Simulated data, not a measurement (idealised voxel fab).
Name of the process module below: voxel capacitor over wiring
In the cross-section labelled cut, the width is 210 nm and each square cell is 5 nm.
Cross-section = grid of square cells, listed top down in bands; band = one or more rows. First you get the band's top height and its bottom height, in nm, and then the materials it's made of, left to right, with each width in nm. If you see a single material with "all across", that one covers the band edge to edge. "empty" is empty space. Heights from 0 (as-received wafer is one material below). Bottom band endless downward, as "0..down". The width entry "30..40" should be interpreted row by row: the top row of cells in the band takes the first number, the bottom row takes the second number, and the change between adjacent rows is uniform throughout. A step reported as "nothing different" is a step in which no cell of the cross-section changed. The entry "Fully sealed voids" lists the empty spaces that cover at least 8 cells and have no open path to the top. Each is written as width x height at distance, where the distance is measured from the left edge and all three values are in nm. On a step's line, text after the settings is the simulator commenting on that step. A step line may carry the setting "overlay nm", which, for steps involving a mask, states the distance by which the mask lay to the right of its intended position; negative values denote displacement to the left.

This section lists the process steps that were planned
1,RECEIVE (material Si)
2,CONFORMAL_DEP (material SiO2; thk nm 15)
3,CONFORMAL_DEP (material SiCN; thk nm 5)
4,DIRECTIONAL_DEP (material SiO2; thk nm 25)
5,MASKED_ETCH (tone open; mask id METAL_1; width nm 25; pitch nm 75; etch materials SiO2; depth nm 25; overlay nm 0)
6,MASKED_ETCH (tone open; mask id METAL_1; width nm 25; pitch nm 75; etch materials SiCN; depth nm 5; overlay nm 0)
7,CONFORMAL_DEP (material TiN; thk nm 5)
8,FILL_DEP (material W; thk nm 10)
9,CMP (height nm 45)
10,EPI (material Ru; thk nm 5)
11,FILL_DEP (material SiCN; thk nm 5)
12,DIRECTIONAL_DEP (material SiO2; thk nm 10)
13,MASKED_ETCH (tone open; mask id PLUG_1; width nm 15; etch materials SiO2; depth nm 10; overlay nm 0)
14,MASKED_ETCH (tone open; mask id PLUG_1; width nm 15; etch materials SiCN; depth nm 5; overlay nm 0)
15,CONFORMAL_DEP (material TiN; thk nm 5)
16,FILL_DEP (material W; thk nm 5)
17,CMP (height nm 65)
18,DIRECTIONAL_DEP (material TiN; thk nm 10)
19,DIRECTIONAL_DEP (material Al2O3; thk nm 5)
20,DIRECTIONAL_DEP (material TiN; thk nm 10)
21,PATTERN (tone cover; mask id UPPER_PLATE; material resist; width nm 55; thk nm 20; overlay nm 0)
22,DIRECTIONAL_ETCH (etch materials TiN; depth nm 10)
23,DIRECTIONAL_ETCH (etch materials Al2O3; depth nm 5)
24,STRIP (etch materials resist)
25,PATTERN (tone cover; mask id LOWER_PLATE; material resist; width nm 65; thk nm 15; overlay nm 0)
26,DIRECTIONAL_ETCH (etch materials TiN; depth nm 10)
27,STRIP (etch materials resist)
28,FILL_DEP (material SiO2; thk nm 20)
29,CMP (height nm 105)
30,PATTERN (tone open; mask id PLUG_2; material resist; width nm 15; thk nm 20; overlay nm 0)
31,DIRECTIONAL_ETCH (etch materials SiO2; depth nm 15)
32,STRIP (etch materials resist)
33,CONFORMAL_DEP (material TiN; thk nm 5)
34,FILL_DEP (material Ru; thk nm 5)
35,CMP (height nm 105)
36,CONFORMAL_DEP (material SiCN; thk nm 5)

Wafer cross-section on receipt, i.e. after step 1
  0..down: Si all across
  Fully sealed voids: none

Figure: cross-sectional view of the wafer upon completion of the module, processed from the initial state and according to the plan depicted above, with one error introduced during execution
  110..105: SiCN all across
  105..95: 75 of SiO2 | 5 of TiN | 5 of Ru | 5 of TiN | 120 of SiO2
  95..90: 75 of SiO2 | 15 of TiN | 120 of SiO2
  90..80: 65 of SiO2 | 55 of TiN | 90 of SiO2
  80..75: 65 of SiO2 | 55 of Al2O3 | 90 of SiO2
  75..65: 60 of SiO2 | 65 of TiN | 85 of SiO2
  65..55: 65 of SiO2 | 5 of TiN | 5 of W | 5 of TiN | 130 of SiO2
  55..50: 65 of SiCN | 15 of TiN | 130 of SiCN
  50..45: 50 of SiCN | 35 of Ru | 40 of SiCN | 35 of Ru | 50 of SiCN
  45..25: 55 of SiO2 | 5 of TiN | 15 of W | 5 of TiN | 50 of SiO2 | 5 of TiN | 15 of W | 5 of TiN | 55 of SiO2
  25..20: 55 of SiO2 | 25 of TiN | 50 of SiO2 | 25 of TiN | 55 of SiO2
  20..5: SiO2 all across
  5..0: SiCN all across
  0..down: Si all across
  Fully sealed voids: none
Misprocessing identified: plan steps 2 and 3 run swapped
